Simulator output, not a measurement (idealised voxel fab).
voxel fin reveal: a process module
Cross-section cut: width 280 nm, square cells of 5 nm.
A cross-section is written here as square cells arranged in a grid, and it is given in bands from the top down, each band taking up one or more rows of cells.
This entry defines a band. It first specifies the height of the band's top and the height of its bottom in nm, and then specifies the band's materials from left to right, stating each material with its width in nm. The word "throughout" identifies a single material that fills the band from edge to edge, while the word "blank" identifies empty space.
Basically, 0 is our baseline, since under it the wafer straight out of the box is all one material. The bottom band has no lower end and keeps on going down, so it looks like "z 0 and below".
Think of "30..40" as a width that walks from the first number to the second as you go down the band, top row to bottom row, taking equal-sized steps from row to row.
"remained the same" means the step left every cell of the cross-section as it was.
So "Enclosed internal voids" is basically the list of trapped voids: any empty space of 8 cells or more that can't reach the top through an opening. They're written width x height at distance, the distance being from the left edge, and it's all nm.
Anything after a step's settings on that line? It's the simulator's own note about the step.
Among the settings permitted on a step's line is "overlay nm"; applied to a step with a mask, it specifies the extent to which the mask lay to the right of its planned position, whereas a negative figure signifies a position to the left.
## Planned step list for the process
1,RECEIVE [material Si]
2,CONFORMAL_DEP [material SiN] [thk nm 5]
3,DIRECTIONAL_DEP [material aC] [thk nm 15]
4,PATTERN [tone cover] [mask id FINS] [material resist] [width nm 15] [pitch nm 40] [thk nm 30] [overlay nm 0]
5,DIRECTIONAL_ETCH [etch materials aC] [depth nm 15]
6,STRIP [etch materials resist]
7,DIRECTIONAL_ETCH [etch materials SiN] [depth nm 5]
8,DIRECTIONAL_ETCH [etch materials Si] [depth nm 40]
9,STRIP [etch materials aC]
10,FILL_DEP [material SiO2] [thk nm 5]
11,CMP [height nm 5]
12,SELECTIVE_ETCH [etch materials SiO2] [depth nm 35]
13,STRIP [etch materials SiN]
## So, the first of our two wafers, run just as we planned it
## As received (post step 1): cross-section
  z 0 and below  Si throughout
  Enclosed internal voids: none
## after step 2
  z 5 to 0  SiN throughout
  All layers under 0 are left as they were.
## after step 3
  z 20 to 5  aC throughout
  All layers under 5 are left as they were.
## after step 4
  z 50 to 20  blank (70), then resist (15), then blank (25), then resist (15), then blank (25), then resist (15), then blank (25), then resist (15), then blank (75)
  All layers under 20 are left as they were.
## after step 5
  z 35 to 20  blank (70), then resist (15), then blank (25), then resist (15), then blank (25), then resist (15), then blank (25), then resist (15), then blank (75)
  z 20 to 5  blank (70), then aC (15), then blank (25), then aC (15), then blank (25), then aC (15), then blank (25), then aC (15), then blank (75)
  All layers under 5 are left as they were.
## after step 6
  z 20 to 5  blank (70), then aC (15), then blank (25), then aC (15), then blank (25), then aC (15), then blank (25), then aC (15), then blank (75)
  All layers under 5 are left as they were.
## after step 7
  z 20 to 5  blank (70), then aC (15), then blank (25), then aC (15), then blank (25), then aC (15), then blank (25), then aC (15), then blank (75)
  z 5 to 0  blank (70), then SiN (15), then blank (25), then SiN (15), then blank (25), then SiN (15), then blank (25), then SiN (15), then blank (75)
  All layers under 0 are left as they were.
## after step 8
  z 20 to 5  blank (70), then aC (15), then blank (25), then aC (15), then blank (25), then aC (15), then blank (25), then aC (15), then blank (75)
  z 5 to 0  blank (70), then SiN (15), then blank (25), then SiN (15), then blank (25), then SiN (15), then blank (25), then SiN (15), then blank (75)
  z 0 to -40  blank (70), then Si (15), then blank (25), then Si (15), then blank (25), then Si (15), then blank (25), then Si (15), then blank (75)
  All layers under -40 are left as they were.
## after step 9
  z 5 to 0  blank (70), then SiN (15), then blank (25), then SiN (15), then blank (25), then SiN (15), then blank (25), then SiN (15), then blank (75)
  All layers under 0 are left as they were.
## after step 10
  z 10 to 5  SiO2 throughout
  z 5 to 0  SiO2 (70), then SiN (15), then SiO2 (25), then SiN (15), then SiO2 (25), then SiN (15), then SiO2 (25), then SiN (15), then SiO2 (75)
  z 0 to -40  SiO2 (70), then Si (15), then SiO2 (25), then Si (15), then SiO2 (25), then Si (15), then SiO2 (25), then Si (15), then SiO2 (75)
  All layers under -40 are left as they were.
## after step 11
  z 5 to 0  SiO2 (70), then SiN (15), then SiO2 (25), then SiN (15), then SiO2 (25), then SiN (15), then SiO2 (25), then SiN (15), then SiO2 (75)
  All layers under 0 are left as they were.
## after step 12
  z 5 to 0  blank (70), then SiN (15), then blank (25), then SiN (15), then blank (25), then SiN (15), then blank (25), then SiN (15), then blank (75)
  z 0 to -30  blank (70), then Si (15), then blank (25), then Si (15), then blank (25), then Si (15), then blank (25), then Si (15), then blank (75)
  All layers under -30 are left as they were.
## after step 13
  z 0 to -30  blank (70), then Si (15), then blank (25), then Si (15), then blank (25), then Si (15), then blank (25), then Si (15), then blank (75)
  All layers under -30 are left as they were.
## Companion wafer, the second of two: same beginning, same intended sequence, one mistake in carrying it out; through step 7 inclusive it tracks the first exactly
## Second wafer, cross-section, planned end of step 8
  z 20 to 5  blank (70), then aC (15), then blank (25), then aC (15), then blank (25), then aC (15), then blank (25), then aC (15), then blank (75)
  z 5 to 0  blank (70), then SiN (15), then blank (25), then SiN (15), then blank (25), then SiN (15), then blank (25), then SiN (15), then blank (75)
  z 0 to -80  blank (70), then Si (15), then blank (25), then Si (15), then blank (25), then Si (15), then blank (25), then Si (15), then blank (75)
  All layers under -80 are left as they were.
## Second wafer, cross-section, planned end of step 9
  z 5 to 0  blank (70), then SiN (15), then blank (25), then SiN (15), then blank (25), then SiN (15), then blank (25), then SiN (15), then blank (75)
  All layers under 0 are left as they were.
## Second wafer, cross-section, planned end of step 10
  z 10 to 5  SiO2 throughout
  z 5 to 0  SiO2 (70), then SiN (15), then SiO2 (25), then SiN (15), then SiO2 (25), then SiN (15), then SiO2 (25), then SiN (15), then SiO2 (75)
  z 0 to -80  SiO2 (70), then Si (15), then SiO2 (25), then Si (15), then SiO2 (25), then Si (15), then SiO2 (25), then Si (15), then SiO2 (75)
  All layers under -80 are left as they were.
## Second wafer, cross-section, planned end of step 11
  z 5 to 0  SiO2 (70), then SiN (15), then SiO2 (25), then SiN (15), then SiO2 (25), then SiN (15), then SiO2 (25), then SiN (15), then SiO2 (75)
  All layers under 0 are left as they were.
## Second wafer, cross-section, planned end of step 12
  z 5 to 0  blank (70), then SiN (15), then blank (25), then SiN (15), then blank (25), then SiN (15), then blank (25), then SiN (15), then blank (75)
  z 0 to -30  blank (70), then Si (15), then blank (25), then Si (15), then blank (25), then Si (15), then blank (25), then Si (15), then blank (75)
  All layers under -30 are left as they were.
## Second wafer, cross-section, planned end of step 13
  z 0 to -30  blank (70), then Si (15), then blank (25), then Si (15), then blank (25), then Si (15), then blank (25), then Si (15), then blank (75)
  All layers under -30 are left as they were.
Against the plan, the run slipped here: step 8, plan: ran twice
End check, counted in cells, second wafer has more or fewer of these materials than the first: Si -352 | SiO2 +352
